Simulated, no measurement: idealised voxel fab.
Process module, titled voxel gate over fins
The width of the displayed cross-section, cut, is 195 nm; its cells are square, with a size of 5 nm.
Format of a cross-section: grid, square cells. Given as bands. Order: top down. Band: one or more rows of cells. Heights first: top, then bottom, in nm. Then materials, left to right, each with a width in nm. "all across" on a single material: fills the band edge to edge. "empty": empty space. The reference from which all heights are counted is 0, the level beneath which the as-received wafer is entirely one material; the lowest band, having no lower bound, proceeds downward and is written after the example "0 -> down". Note: "30 to 40" means the width goes from the first number (top row of the band) to the second number (bottom row) in equal steps per row of cells. No cell of the cross-section changed in a step that is given as "nothing different". The entry titled "Fully sealed cavities" provides the empty spaces that have no open way to the top, restricted to those of 8 cells or more. Each is presented as width x height at distance, the distance being measured from the left edge, with all three in nm. Anything after a step's settings on that line? It's the simulator's own note about the step. You can add "overlay nm" to a step's line. For a step with a mask, it describes how far the mask lay to the right of its planned position, and a negative number describes a lay to the left. If you're wondering how to read the rest of this, here's the deal. It's pairs of cross-sections: one from before a process step, one from after it. The after one is only drawn as far down as the lowest band that changed. Right under each pair you'll see which step sits between them and what its settings were. Don't read the pairs as one continuous story, though. They can come from different runs of this module on the same starting wafer, and a pair only carries on from the one above it where its entry headed "Pre-step geometry" says so.
[Pre-step geometry]
0 -> down = Si all across
Fully sealed cavities: none
[Step Result]
5 -> 0 = SiN all across
Below 0, no change.
Fully sealed cavities: none
What was done to get from the upper cross-section to the lower one? CONFORMAL_DEP,material SiN,thk nm 5
Pre-step geometry: look at the pair above, its after cross-section is where this step starts.
[Step Result]
25 -> 5 = empty=70 / resist=15 / empty=25 / resist=15 / empty=70
Below 5, no change.
Fully sealed cavities: none
What was done to get from the upper cross-section to the lower one? PATTERN,tone cover,mask id FINS,material resist,width nm 15,pitch nm 40,thk nm 20,overlay nm 0
Pre-step geometry: look at the pair above, its after cross-section is where this step starts.
[Step Result]
25 -> 5 = empty=70 / resist=15 / empty=25 / resist=15 / empty=70
5 -> 0 = empty=70 / SiN=15 / empty=25 / SiN=15 / empty=70
Below 0, no change.
Fully sealed cavities: none
What was done to get from the upper cross-section to the lower one? DIRECTIONAL_ETCH,etch materials SiN,depth nm 5
Pre-step geometry: look at the pair above, its after cross-section is where this step starts.
[Step Result]
25 -> 5 = empty=70 / resist=15 / empty=25 / resist=15 / empty=70
5 -> 0 = empty=70 / SiN=15 / empty=25 / SiN=15 / empty=70
0 -> -35 = empty=70 / Si=15 / empty=25 / Si=15 / empty=70
Below -35, no change.
Fully sealed cavities: none
What was done to get from the upper cross-section to the lower one? DIRECTIONAL_ETCH,etch materials Si,depth nm 35
Pre-step geometry: look at the pair above, its after cross-section is where this step starts.
[Step Result]
5 -> 0 = empty=70 / SiN=15 / empty=25 / SiN=15 / empty=70
Below 0, no change.
Fully sealed cavities: none
What was done to get from the upper cross-section to the lower one? STRIP,etch materials resist
Pre-step geometry: look at the pair above, its after cross-section is where this step starts.
[Step Result]
5 -> 0 = empty=70 / SiN=15 / empty=25 / SiN=15 / empty=70
0 -> -35 = empty=70 / SiO2=5 / Si=5 / SiO2=5 / empty=25 / SiO2=5 / Si=5 / SiO2=5 / empty=70
-35 -> -40 = SiO2=75 / Si=5 / SiO2=35 / Si=5 / SiO2=75
Below -40, no change.
Fully sealed cavities: none
What was done to get from the upper cross-section to the lower one? OXIDIZE,depth nm 5
Pre-step geometry: look at the pair above, its after cross-section is where this step starts.
[Step Result]
20 -> 5 = SiO2 all across
5 -> 0 = SiO2=70 / SiN=15 / SiO2=25 / SiN=15 / SiO2=70
0 -> -40 = SiO2=75 / Si=5 / SiO2=35 / Si=5 / SiO2=75
Below -40, no change.
Fully sealed cavities: none
What was done to get from the upper cross-section to the lower one? FILL_DEP,material SiO2,thk nm 15
Pre-step geometry: look at the pair above, its after cross-section is where this step starts.
[Step Result]
5 -> 0 = SiO2=70 / SiN=15 / SiO2=25 / SiN=15 / SiO2=70
Below 0, no change.
Fully sealed cavities: none
What was done to get from the upper cross-section to the lower one? CMP,height nm 5
Pre-step geometry: look at the pair above, its after cross-section is where this step starts.
[Step Result]
5 -> 0 = empty=70 / SiN=15 / empty=25 / SiN=15 / empty=70
0 -> -15 = empty=75 / Si=5 / empty=35 / Si=5 / empty=75
Below -15, no change.
Fully sealed cavities: none
What was done to get from the upper cross-section to the lower one? SELECTIVE_ETCH,etch materials SiO2,depth nm 20
Pre-step geometry: look at the pair above, its after cross-section is where this step starts.
[Step Result]
0 -> -15 = empty=75 / Si=5 / empty=35 / Si=5 / empty=75
Below -15, no change.
Fully sealed cavities: none
What was done to get from the upper cross-section to the lower one? STRIP,etch materials SiN
Pre-step geometry: look at the pair above, its after cross-section is where this step starts.
[Step Result]
5 -> 0 = empty=70 / HfO2=15 / empty=25 / HfO2=15 / empty=70
0 -> -10 = empty=70 / HfO2=5 / Si=5 / HfO2=5 / empty=25 / HfO2=5 / Si=5 / HfO2=5 / empty=70
-10 -> -15 = HfO2=75 / Si=5 / HfO2=35 / Si=5 / HfO2=75
Below -15, no change.
Fully sealed cavities: none
What was done to get from the upper cross-section to the lower one? CONFORMAL_DEP,material HfO2,thk nm 5
Pre-step geometry: look at the pair above, its after cross-section is where this step starts.
[Step Result]
10 -> 5 = empty=65 / TiN=25 / empty=15 / TiN=25 / empty=65
5 -> 0 = empty=65 / TiN=5 / HfO2=15 / TiN=5 / empty=15 / TiN=5 / HfO2=15 / TiN=5 / empty=65
0 -> -5 = empty=65 / TiN=5 / HfO2=5 / Si=5 / HfO2=5 / TiN=5 / empty=15 / TiN=5 / HfO2=5 / Si=5 / HfO2=5 / TiN=5 / empty=65
-5 -> -10 = TiN=70 / HfO2=5 / Si=5 / HfO2=5 / TiN=25 / HfO2=5 / Si=5 / HfO2=5 / TiN=70
Below -10, no change.
Fully sealed cavities: none
What was done to get from the upper cross-section to the lower one? CONFORMAL_DEP,material TiN,thk nm 5
Pre-step geometry: look at the pair above, its after cross-section is where this step starts.
[Step Result]
25 -> 10 = W all across
10 -> 5 = W=65 / TiN=25 / W=15 / TiN=25 / W=65
5 -> 0 = W=65 / TiN=5 / HfO2=15 / TiN=5 / W=15 / TiN=5 / HfO2=15 / TiN=5 / W=65
0 -> -5 = W=65 / TiN=5 / HfO2=5 / Si=5 / HfO2=5 / TiN=5 / W=15 / TiN=5 / HfO2=5 / Si=5 / HfO2=5 / TiN=5 / W=65
Below -5, no change.
Fully sealed cavities: none
What was done to get from the upper cross-section to the lower one? FILL_DEP,material W,thk nm 15
Pre-step geometry: look at the pair above, its after cross-section is where this step starts.
[Step Result]
20 -> 10 = W all across
Below 10, no change.
Fully sealed cavities: none
What was done to get from the upper cross-section to the lower one? CMP,height nm 20
Pre-step geometry: look at the pair above, its after cross-section is where this step starts.
[Step Result]
30 -> 20 = SiCN all across
Below 20, no change.
Fully sealed cavities: none
What was done to get from the upper cross-section to the lower one? CONFORMAL_DEP,material SiCN,thk nm 10
[Pre-step geometry]
20 -> 5 = SiO2 all across
5 -> 0 = SiO2=70 / SiN=15 / SiO2=25 / SiN=15 / SiO2=70
0 -> -40 = SiO2=75 / Si=5 / SiO2=35 / Si=5 / SiO2=75
-40 -> down = Si all across
Fully sealed cavities: none
[Step Result]
5 -> 0 = empty=70 / SiN=15 / empty=25 / SiN=15 / empty=70
Below 0, no change.
Fully sealed cavities: none
What was done to get from the upper cross-section to the lower one? SELECTIVE_ETCH,etch materials SiO2,depth nm 20
Pre-step geometry: look at the pair above, its after cross-section is where this step starts.
[Step Result]
0 -> -40 = SiO2=75 / Si=5 / SiO2=35 / Si=5 / SiO2=75
Below -40, no change.
Fully sealed cavities: none
What was done to get from the upper cross-section to the lower one? STRIP,etch materials SiN
Pre-step geometry: look at the pair above, its after cross-section is where this step starts.
[Step Result]
5 -> 0 = HfO2 all across
Below 0, no change.
Fully sealed cavities: none
What was done to get from the upper cross-section to the lower one? CONFORMAL_DEP,material HfO2,thk nm 5
Pre-step geometry: look at the pair above, its after cross-section is where this step starts.
[Step Result]
10 -> 5 = TiN all across
Below 5, no change.
Fully sealed cavities: none
What was done to get from the upper cross-section to the lower one? CONFORMAL_DEP,material TiN,thk nm 5
Pre-step geometry: look at the pair above, its after cross-section is where this step starts.
[Step Result]
25 -> 10 = W all across
Below 10, no change.
Fully sealed cavities: none
What was done to get from the upper cross-section to the lower one? FILL_DEP,material W,thk nm 15
Pre-step geometry: look at the pair above, its after cross-section is where this step starts.
[Step Result]
20 -> 10 = W all across
Below 10, no change.
Fully sealed cavities: none
What was done to get from the upper cross-section to the lower one? CMP,height nm 20
Pre-step geometry: look at the pair above, its after cross-section is where this step starts.
[Step Result]
30 -> 20 = SiCN all across
Below 20, no change.
Fully sealed cavities: none
What was done to get from the upper cross-section to the lower one? CONFORMAL_DEP,material SiCN,thk nm 10
[Pre-step geometry]
5 -> 0 = empty=70 / SiN=15 / empty=25 / SiN=15 / empty=70
0 -> -15 = empty=75 / Si=5 / empty=35 / Si=5 / empty=75
-15 -> -40 = SiO2=75 / Si=5 / SiO2=35 / Si=5 / SiO2=75
-40 -> down = Si all across
Fully sealed cavities: none
[Step Result]
5 -> 0 = empty=70 / SiN=15 / empty=25 / SiN=15 / empty=70
0 -> -35 = empty=75 / Si=5 / empty=35 / Si=5 / empty=75
Below -35, no change.
Fully sealed cavities: none
What was done to get from the upper cross-section to the lower one? SELECTIVE_ETCH,etch materials SiO2,depth nm 20
Pre-step geometry: look at the pair above, its after cross-section is where this step starts.
[Step Result]
0 -> -35 = empty=75 / Si=5 / empty=35 / Si=5 / empty=75
Below -35, no change.
Fully sealed cavities: none
What was done to get from the upper cross-section to the lower one? STRIP,etch materials SiN
Pre-step geometry: look at the pair above, its after cross-section is where this step starts.
[Step Result]
5 -> 0 = empty=70 / HfO2=15 / empty=25 / HfO2=15 / empty=70
0 -> -30 = empty=70 / HfO2=5 / Si=5 / HfO2=5 / empty=25 / HfO2=5 / Si=5 / HfO2=5 / empty=70
-30 -> -35 = HfO2=75 / Si=5 / HfO2=35 / Si=5 / HfO2=75
Below -35, no change.
Fully sealed cavities: none
What was done to get from the upper cross-section to the lower one? CONFORMAL_DEP,material HfO2,thk nm 5
Pre-step geometry: look at the pair above, its after cross-section is where this step starts.
[Step Result]
10 -> 5 = empty=65 / TiN=25 / empty=15 / TiN=25 / empty=65
5 -> 0 = empty=65 / TiN=5 / HfO2=15 / TiN=5 / empty=15 / TiN=5 / HfO2=15 / TiN=5 / empty=65
0 -> -25 = empty=65 / TiN=5 / HfO2=5 / Si=5 / HfO2=5 / TiN=5 / empty=15 / TiN=5 / HfO2=5 / Si=5 / HfO2=5 / TiN=5 / empty=65
-25 -> -30 = TiN=70 / HfO2=5 / Si=5 / HfO2=5 / TiN=25 / HfO2=5 / Si=5 / HfO2=5 / TiN=70
Below -30, no change.
Fully sealed cavities: none
What was done to get from the upper cross-section to the lower one? CONFORMAL_DEP,material TiN,thk nm 5
Pre-step geometry: look at the pair above, its after cross-section is where this step starts.
[Step Result]
25 -> 10 = W all across
10 -> 5 = W=65 / TiN=25 / W=15 / TiN=25 / W=65
5 -> 0 = W=65 / TiN=5 / HfO2=15 / TiN=5 / W=15 / TiN=5 / HfO2=15 / TiN=5 / W=65
0 -> -25 = W=65 / TiN=5 / HfO2=5 / Si=5 / HfO2=5 / TiN=5 / W=15 / TiN=5 / HfO2=5 / Si=5 / HfO2=5 / TiN=5 / W=65
Below -25, no change.
Fully sealed cavities: none
What was done to get from the upper cross-section to the lower one? FILL_DEP,material W,thk nm 15
Pre-step geometry: look at the pair above, its after cross-section is where this step starts.
[Step Result]
20 -> 10 = W all across
Below 10, no change.
Fully sealed cavities: none
What was done to get from the upper cross-section to the lower one? CMP,height nm 20
Pre-step geometry: look at the pair above, its after cross-section is where this step starts.
[Step Result]
30 -> 20 = SiCN all across
Below 20, no change.
Fully sealed cavities: none
What was done to get from the upper cross-section to the lower one? CONFORMAL_DEP,material SiCN,thk nm 10
[Pre-step geometry]
5 -> 0 = SiO2=70 / SiN=15 / SiO2=25 / SiN=15 / SiO2=70
0 -> -40 = SiO2=75 / Si=5 / SiO2=35 / Si=5 / SiO2=75
-40 -> down = Si all across
Fully sealed cavities: none
[Step Result]
5 -> 0 = SiO2=70 / empty=15 / SiO2=25 / empty=15 / SiO2=70
Below 0, no change.
Fully sealed cavities: none
What was done to get from the upper cross-section to the lower one? STRIP,etch materials SiN
Pre-step geometry: look at the pair above, its after cross-section is where this step starts.
[Step Result]
0 -> -15 = empty=75 / Si=5 / empty=35 / Si=5 / empty=75
-15 -> -20 = SiO2=50 / empty=25 / Si=5 / empty=35 / Si=5 / empty=25 / SiO2=50
Below -20, no change.
Fully sealed cavities: none
What was done to get from the upper cross-section to the lower one? SELECTIVE_ETCH,etch materials SiO2,depth nm 20
Pre-step geometry: look at the pair above, its after cross-section is where this step starts.
[Step Result]
5 -> 0 = empty=70 / HfO2=15 / empty=25 / HfO2=15 / empty=70
0 -> -10 = empty=70 / HfO2=5 / Si=5 / HfO2=5 / empty=25 / HfO2=5 / Si=5 / HfO2=5 / empty=70
-10 -> -15 = HfO2=55 / empty=15 / HfO2=5 / Si=5 / HfO2=5 / empty=25 / HfO2=5 / Si=5 / HfO2=5 / empty=15 / HfO2=55
-15 -> -20 = SiO2=50 / HfO2=25 / Si=5 / HfO2=35 / Si=5 / HfO2=25 / SiO2=50
Below -20, no change.
Fully sealed cavities: none
What was done to get from the upper cross-section to the lower one? CONFORMAL_DEP,material HfO2,thk nm 5
Pre-step geometry: look at the pair above, its after cross-section is where this step starts.
[Step Result]
10 -> 5 = empty=65 / TiN=25 / empty=15 / TiN=25 / empty=65
5 -> 0 = empty=65 / TiN=5 / HfO2=15 / TiN=5 / empty=15 / TiN=5 / HfO2=15 / TiN=5 / empty=65
0 -> -5 = empty=65 / TiN=5 / HfO2=5 / Si=5 / HfO2=5 / TiN=5 / empty=15 / TiN=5 / HfO2=5 / Si=5 / HfO2=5 / TiN=5 / empty=65
-5 -> -10 = TiN=60 / empty=5 / TiN=5 / HfO2=5 / Si=5 / HfO2=5 / TiN=5 / empty=15 / TiN=5 / HfO2=5 / Si=5 / HfO2=5 / TiN=5 / empty=5 / TiN=60
-10 -> -15 = HfO2=55 / TiN=15 / HfO2=5 / Si=5 / HfO2=5 / TiN=25 / HfO2=5 / Si=5 / HfO2=5 / TiN=15 / HfO2=55
Below -15, no change.
Fully sealed cavities: none
What was done to get from the upper cross-section to the lower one? CONFORMAL_DEP,material TiN,thk nm 5
Pre-step geometry: look at the pair above, its after cross-section is where this step starts.
[Step Result]
25 -> 10 = W all across
10 -> 5 = W=65 / TiN=25 / W=15 / TiN=25 / W=65
5 -> 0 = W=65 / TiN=5 / HfO2=15 / TiN=5 / W=15 / TiN=5 / HfO2=15 / TiN=5 / W=65
0 -> -5 = W=65 / TiN=5 / HfO2=5 / Si=5 / HfO2=5 / TiN=5 / W=15 / TiN=5 / HfO2=5 / Si=5 / HfO2=5 / TiN=5 / W=65
-5 -> -10 = TiN=60 / W=5 / TiN=5 / HfO2=5 / Si=5 / HfO2=5 / TiN=5 / W=15 / TiN=5 / HfO2=5 / Si=5 / HfO2=5 / TiN=5 / W=5 / TiN=60
Below -10, no change.
Fully sealed cavities: none
What was done to get from the upper cross-section to the lower one? FILL_DEP,material W,thk nm 15
Pre-step geometry: look at the pair above, its after cross-section is where this step starts.
[Step Result]
20 -> 10 = W all across
Below 10, no change.
Fully sealed cavities: none
What was done to get from the upper cross-section to the lower one? CMP,height nm 20
Pre-step geometry: look at the pair above, its after cross-section is where this step starts.
[Step Result]
30 -> 20 = SiCN all across
Below 20, no change.
Fully sealed cavities: none
What was done to get from the upper cross-section to the lower one? CONFORMAL_DEP,material SiCN,thk nm 10
[Pre-step geometry]
5 -> 0 = SiO2=70 / SiN=15 / SiO2=25 / SiN=15 / SiO2=70
0 -> -40 = SiO2=75 / Si=5 / SiO2=35 / Si=5 / SiO2=75
-40 -> down = Si all across
Fully sealed cavities: none
[Step Result]
5 -> 0 = empty=70 / SiN=15 / empty=25 / SiN=15 / empty=70
0 -> -25 = empty=75 / Si=5 / empty=35 / Si=5 / empty=75
Below -25, no change.
Fully sealed cavities: none
What was done to get from the upper cross-section to the lower one? SELECTIVE_ETCH,etch materials SiO2,depth nm 30
Pre-step geometry: look at the pair above, its after cross-section is where this step starts.
[Step Result]
0 -> -25 = empty=75 / Si=5 / empty=35 / Si=5 / empty=75
Below -25, no change.
Fully sealed cavities: none
What was done to get from the upper cross-section to the lower one? STRIP,etch materials SiN
Pre-step geometry: look at the pair above, its after cross-section is where this step starts.
[Step Result]
5 -> 0 = empty=70 / HfO2=15 / empty=25 / HfO2=15 / empty=70
0 -> -20 = empty=70 / HfO2=5 / Si=5 / HfO2=5 / empty=25 / HfO2=5 / Si=5 / HfO2=5 / empty=70
-20 -> -25 = HfO2=75 / Si=5 / HfO2=35 / Si=5 / HfO2=75
Below -25, no change.
Fully sealed cavities: none
What was done to get from the upper cross-section to the lower one? CONFORMAL_DEP,material HfO2,thk nm 5
Pre-step geometry: look at the pair above, its after cross-section is where this step starts.
[Step Result]
10 -> 5 = empty=65 / TiN=25 / empty=15 / TiN=25 / empty=65
5 -> 0 = empty=65 / TiN=5 / HfO2=15 / TiN=5 / empty=15 / TiN=5 / HfO2=15 / TiN=5 / empty=65
0 -> -15 = empty=65 / TiN=5 / HfO2=5 / Si=5 / HfO2=5 / TiN=5 / empty=15 / TiN=5 / HfO2=5 / Si=5 / HfO2=5 / TiN=5 / empty=65
-15 -> -20 = TiN=70 / HfO2=5 / Si=5 / HfO2=5 / TiN=25 / HfO2=5 / Si=5 / HfO2=5 / TiN=70
Below -20, no change.
Fully sealed cavities: none
What was done to get from the upper cross-section to the lower one? CONFORMAL_DEP,material TiN,thk nm 5
Pre-step geometry: look at the pair above, its after cross-section is where this step starts.
[Step Result]
25 -> 10 = W all across
10 -> 5 = W=65 / TiN=25 / W=15 / TiN=25 / W=65
5 -> 0 = W=65 / TiN=5 / HfO2=15 / TiN=5 / W=15 / TiN=5 / HfO2=15 / TiN=5 / W=65
0 -> -15 = W=65 / TiN=5 / HfO2=5 / Si=5 / HfO2=5 / TiN=5 / W=15 / TiN=5 / HfO2=5 / Si=5 / HfO2=5 / TiN=5 / W=65
Below -15, no change.
Fully sealed cavities: none
What was done to get from the upper cross-section to the lower one? FILL_DEP,material W,thk nm 15
Pre-step geometry: look at the pair above, its after cross-section is where this step starts.
[Step Result]
20 -> 10 = W all across
Below 10, no change.
Fully sealed cavities: none
What was done to get from the upper cross-section to the lower one? CMP,height nm 20
Pre-step geometry: look at the pair above, its after cross-section is where this step starts.
[Step Result]
30 -> 20 = SiCN all across
Below 20, no change.
Fully sealed cavities: none
What was done to get from the upper cross-section to the lower one? CONFORMAL_DEP,material SiCN,thk nm 10
[Pre-step geometry]
5 -> 0 = SiN all across
0 -> down = Si all across
Fully sealed cavities: none
[Step Result]
25 -> 5 = empty=65 / resist=25 / empty=15 / resist=25 / empty=65
Below 5, no change.
Fully sealed cavities: none
What was done to get from the upper cross-section to the lower one? PATTERN,tone cover,mask id FINS,material resist,width nm 25,pitch nm 40,thk nm 20,overlay nm 0
Pre-step geometry: look at the pair above, its after cross-section is where this step starts.
[Step Result]
25 -> 5 = empty=65 / resist=25 / empty=15 / resist=25 / empty=65
5 -> 0 = empty=65 / SiN=25 / empty=15 / SiN=25 / empty=65
Below 0, no change.
Fully sealed cavities: none
What was done to get from the upper cross-section to the lower one? DIRECTIONAL_ETCH,etch materials SiN,depth nm 5
Pre-step geometry: look at the pair above, its after cross-section is where this step starts.
[Step Result]
25 -> 5 = empty=65 / resist=25 / empty=15 / resist=25 / empty=65
5 -> 0 = empty=65 / SiN=25 / empty=15 / SiN=25 / empty=65
0 -> -35 = empty=65 / Si=25 / empty=15 / Si=25 / empty=65
Below -35, no change.
Fully sealed cavities: none
What was done to get from the upper cross-section to the lower one? DIRECTIONAL_ETCH,etch materials Si,depth nm 35
Pre-step geometry: look at the pair above, its after cross-section is where this step starts.
[Step Result]
5 -> 0 = empty=65 / SiN=25 / empty=15 / SiN=25 / empty=65
Below 0, no change.
Fully sealed cavities: none
What was done to get from the upper cross-section to the lower one? STRIP,etch materials resist
Pre-step geometry: look at the pair above, its after cross-section is where this step starts.
[Step Result]
5 -> 0 = empty=65 / SiN=25 / empty=15 / SiN=25 / empty=65
0 -> -35 = empty=65 / SiO2=5 / Si=15 / SiO2=5 / empty=15 / SiO2=5 / Si=15 / SiO2=5 / empty=65
-35 -> -40 = SiO2=70 / Si=15 / SiO2=25 / Si=15 / SiO2=70
Below -40, no change.
Fully sealed cavities: none
What was done to get from the upper cross-section to the lower one? OXIDIZE,depth nm 5
Pre-step geometry: look at the pair above, its after cross-section is where this step starts.
[Step Result]
20 -> 5 = SiO2 all across
5 -> 0 = SiO2=65 / SiN=25 / SiO2=15 / SiN=25 / SiO2=65
0 -> -40 = SiO2=70 / Si=15 / SiO2=25 / Si=15 / SiO2=70
Below -40, no change.
Fully sealed cavities: none
What was done to get from the upper cross-section to the lower one? FILL_DEP,material SiO2,thk nm 15
Pre-step geometry: look at the pair above, its after cross-section is where this step starts.
[Step Result]
5 -> 0 = SiO2=65 / SiN=25 / SiO2=15 / SiN=25 / SiO2=65
Below 0, no change.
Fully sealed cavities: none
What was done to get from the upper cross-section to the lower one? CMP,height nm 5
Pre-step geometry: look at the pair above, its after cross-section is where this step starts.
[Step Result]
5 -> 0 = empty=65 / SiN=25 / empty=15 / SiN=25 / empty=65
0 -> -15 = empty=70 / Si=15 / empty=25 / Si=15 / empty=70
Below -15, no change.
Fully sealed cavities: none
What was done to get from the upper cross-section to the lower one? SELECTIVE_ETCH,etch materials SiO2,depth nm 20
Pre-step geometry: look at the pair above, its after cross-section is where this step starts.
[Step Result]
0 -> -15 = empty=70 / Si=15 / empty=25 / Si=15 / empty=70
Below -15, no change.
Fully sealed cavities: none
What was done to get from the upper cross-section to the lower one? STRIP,etch materials SiN
Pre-step geometry: look at the pair above, its after cross-section is where this step starts.
[Step Result]
5 -> 0 = empty=65 / HfO2=25 / empty=15 / HfO2=25 / empty=65
0 -> -10 = empty=65 / HfO2=5 / Si=15 / HfO2=5 / empty=15 / HfO2=5 / Si=15 / HfO2=5 / empty=65
-10 -> -15 = HfO2=70 / Si=15 / HfO2=25 / Si=15 / HfO2=70
Below -15, no change.
Fully sealed cavities: none
What was done to get from the upper cross-section to the lower one? CONFORMAL_DEP,material HfO2,thk nm 5
Pre-step geometry: look at the pair above, its after cross-section is where this step starts.
[Step Result]
10 -> 5 = empty=60 / TiN=35 / empty=5 / TiN=35 / empty=60
5 -> 0 = empty=60 / TiN=5 / HfO2=25 / TiN=5 / empty=5 / TiN=5 / HfO2=25 / TiN=5 / empty=60
0 -> -5 = empty=60 / TiN=5 / HfO2=5 / Si=15 / HfO2=5 / TiN=5 / empty=5 / TiN=5 / HfO2=5 / Si=15 / HfO2=5 / TiN=5 / empty=60
-5 -> -10 = TiN=65 / HfO2=5 / Si=15 / HfO2=5 / TiN=15 / HfO2=5 / Si=15 / HfO2=5 / TiN=65
Below -10, no change.
Fully sealed cavities: none
What was done to get from the upper cross-section to the lower one? CONFORMAL_DEP,material TiN,thk nm 5
Pre-step geometry: look at the pair above, its after cross-section is where this step starts.
[Step Result]
25 -> 10 = W all across
10 -> 5 = W=60 / TiN=35 / W=5 / TiN=35 / W=60
5 -> 0 = W=60 / TiN=5 / HfO2=25 / TiN=5 / W=5 / TiN=5 / HfO2=25 / TiN=5 / W=60
0 -> -5 = W=60 / TiN=5 / HfO2=5 / Si=15 / HfO2=5 / TiN=5 / W=5 / TiN=5 / HfO2=5 / Si=15 / HfO2=5 / TiN=5 / W=60
Below -5, no change.
Fully sealed cavities: none
What was done to get from the upper cross-section to the lower one? FILL_DEP,material W,thk nm 15
Pre-step geometry: look at the pair above, its after cross-section is where this step starts.
[Step Result]
20 -> 10 = W all across
Below 10, no change.
Fully sealed cavities: none
What was done to get from the upper cross-section to the lower one? CMP,height nm 20
Pre-step geometry: look at the pair above, its after cross-section is where this step starts.
[Step Result]
30 -> 20 = SiCN all across
Below 20, no change.
Fully sealed cavities: none
What was done to get from the upper cross-section to the lower one? CONFORMAL_DEP,material SiCN,thk nm 10
[Pre-step geometry]
5 -> 0 = SiN all across
0 -> down = Si all across
Fully sealed cavities: none
[Step Result]
25 -> 5 = empty=75 / resist=15 / empty=25 / resist=15 / empty=65
Below 5, no change.
Fully sealed cavities: none
What was done to get from the upper cross-section to the lower one? PATTERN,tone cover,mask id FINS,material resist,width nm 15,pitch nm 40,thk nm 20,overlay nm 5
Pre-step geometry: look at the pair above, its after cross-section is where this step starts.
[Step Result]
25 -> 5 = empty=75 / resist=15 / empty=25 / resist=15 / empty=65
5 -> 0 = empty=75 / SiN=15 / empty=25 / SiN=15 / empty=65
Below 0, no change.
Fully sealed cavities: none
What was done to get from the upper cross-section to the lower one? DIRECTIONAL_ETCH,etch materials SiN,depth nm 5
Pre-step geometry: look at the pair above, its after cross-section is where this step starts.
[Step Result]
25 -> 5 = empty=75 / resist=15 / empty=25 / resist=15 / empty=65
5 -> 0 = empty=75 / SiN=15 / empty=25 / SiN=15 / empty=65
0 -> -35 = empty=75 / Si=15 / empty=25 / Si=15 / empty=65
Below -35, no change.
Fully sealed cavities: none
What was done to get from the upper cross-section to the lower one? DIRECTIONAL_ETCH,etch materials Si,depth nm 35
Pre-step geometry: look at the pair above, its after cross-section is where this step starts.
[Step Result]
5 -> 0 = empty=75 / SiN=15 / empty=25 / SiN=15 / empty=65
Below 0, no change.
Fully sealed cavities: none
What was done to get from the upper cross-section to the lower one? STRIP,etch materials resist
Pre-step geometry: look at the pair above, its after cross-section is where this step starts.
[Step Result]
5 -> 0 = empty=75 / SiN=15 / empty=25 / SiN=15 / empty=65
0 -> -35 = empty=75 / SiO2=5 / Si=5 / SiO2=5 / empty=25 / SiO2=5 / Si=5 / SiO2=5 / empty=65
-35 -> -40 = SiO2=80 / Si=5 / SiO2=35 / Si=5 / SiO2=70
Below -40, no change.
Fully sealed cavities: none
What was done to get from the upper cross-section to the lower one? OXIDIZE,depth nm 5
Pre-step geometry: look at the pair above, its after cross-section is where this step starts.
[Step Result]
20 -> 5 = SiO2 all across
5 -> 0 = SiO2=75 / SiN=15 / SiO2=25 / SiN=15 / SiO2=65
0 -> -40 = SiO2=80 / Si=5 / SiO2=35 / Si=5 / SiO2=70
Below -40, no change.
Fully sealed cavities: none
What was done to get from the upper cross-section to the lower one? FILL_DEP,material SiO2,thk nm 15
Pre-step geometry: look at the pair above, its after cross-section is where this step starts.
[Step Result]
5 -> 0 = SiO2=75 / SiN=15 / SiO2=25 / SiN=15 / SiO2=65
Below 0, no change.
Fully sealed cavities: none
What was done to get from the upper cross-section to the lower one? CMP,height nm 5
Pre-step geometry: look at the pair above, its after cross-section is where this step starts.
[Step Result]
5 -> 0 = empty=75 / SiN=15 / empty=25 / SiN=15 / empty=65
0 -> -15 = empty=80 / Si=5 / empty=35 / Si=5 / empty=70
Below -15, no change.
Fully sealed cavities: none
What was done to get from the upper cross-section to the lower one? SELECTIVE_ETCH,etch materials SiO2,depth nm 20
Pre-step geometry: look at the pair above, its after cross-section is where this step starts.
[Step Result]
0 -> -15 = empty=80 / Si=5 / empty=35 / Si=5 / empty=70
Below -15, no change.
Fully sealed cavities: none
What was done to get from the upper cross-section to the lower one? STRIP,etch materials SiN
Pre-step geometry: look at the pair above, its after cross-section is where this step starts.
[Step Result]
5 -> 0 = empty=75 / HfO2=15 / empty=25 / HfO2=15 / empty=65
0 -> -10 = empty=75 / HfO2=5 / Si=5 / HfO2=5 / empty=25 / HfO2=5 / Si=5 / HfO2=5 / empty=65
-10 -> -15 = HfO2=80 / Si=5 / HfO2=35 / Si=5 / HfO2=70
Below -15, no change.
Fully sealed cavities: none
What was done to get from the upper cross-section to the lower one? CONFORMAL_DEP,material HfO2,thk nm 5
Pre-step geometry: look at the pair above, its after cross-section is where this step starts.
[Step Result]
10 -> 5 = empty=70 / TiN=25 / empty=15 / TiN=25 / empty=60
5 -> 0 = empty=70 / TiN=5 / HfO2=15 / TiN=5 / empty=15 / TiN=5 / HfO2=15 / TiN=5 / empty=60
0 -> -5 = empty=70 / TiN=5 / HfO2=5 / Si=5 / HfO2=5 / TiN=5 / empty=15 / TiN=5 / HfO2=5 / Si=5 / HfO2=5 / TiN=5 / empty=60
-5 -> -10 = TiN=75 / HfO2=5 / Si=5 / HfO2=5 / TiN=25 / HfO2=5 / Si=5 / HfO2=5 / TiN=65
Below -10, no change.
Fully sealed cavities: none
What was done to get from the upper cross-section to the lower one? CONFORMAL_DEP,material TiN,thk nm 5
Pre-step geometry: look at the pair above, its after cross-section is where this step starts.
[Step Result]
25 -> 10 = W all across
10 -> 5 = W=70 / TiN=25 / W=15 / TiN=25 / W=60
5 -> 0 = W=70 / TiN=5 / HfO2=15 / TiN=5 / W=15 / TiN=5 / HfO2=15 / TiN=5 / W=60
0 -> -5 = W=70 / TiN=5 / HfO2=5 / Si=5 / HfO2=5 / TiN=5 / W=15 / TiN=5 / HfO2=5 / Si=5 / HfO2=5 / TiN=5 / W=60
Below -5, no change.
Fully sealed cavities: none
What was done to get from the upper cross-section to the lower one? FILL_DEP,material W,thk nm 15
Pre-step geometry: look at the pair above, its after cross-section is where this step starts.
[Step Result]
20 -> 10 = W all across
Below 10, no change.
Fully sealed cavities: none
What was done to get from the upper cross-section to the lower one? CMP,height nm 20
Pre-step geometry: look at the pair above, its after cross-section is where this step starts.
[Step Result]
30 -> 20 = SiCN all across
Below 20, no change.
Fully sealed cavities: none
What was done to get from the upper cross-section to the lower one? CONFORMAL_DEP,material SiCN,thk nm 10
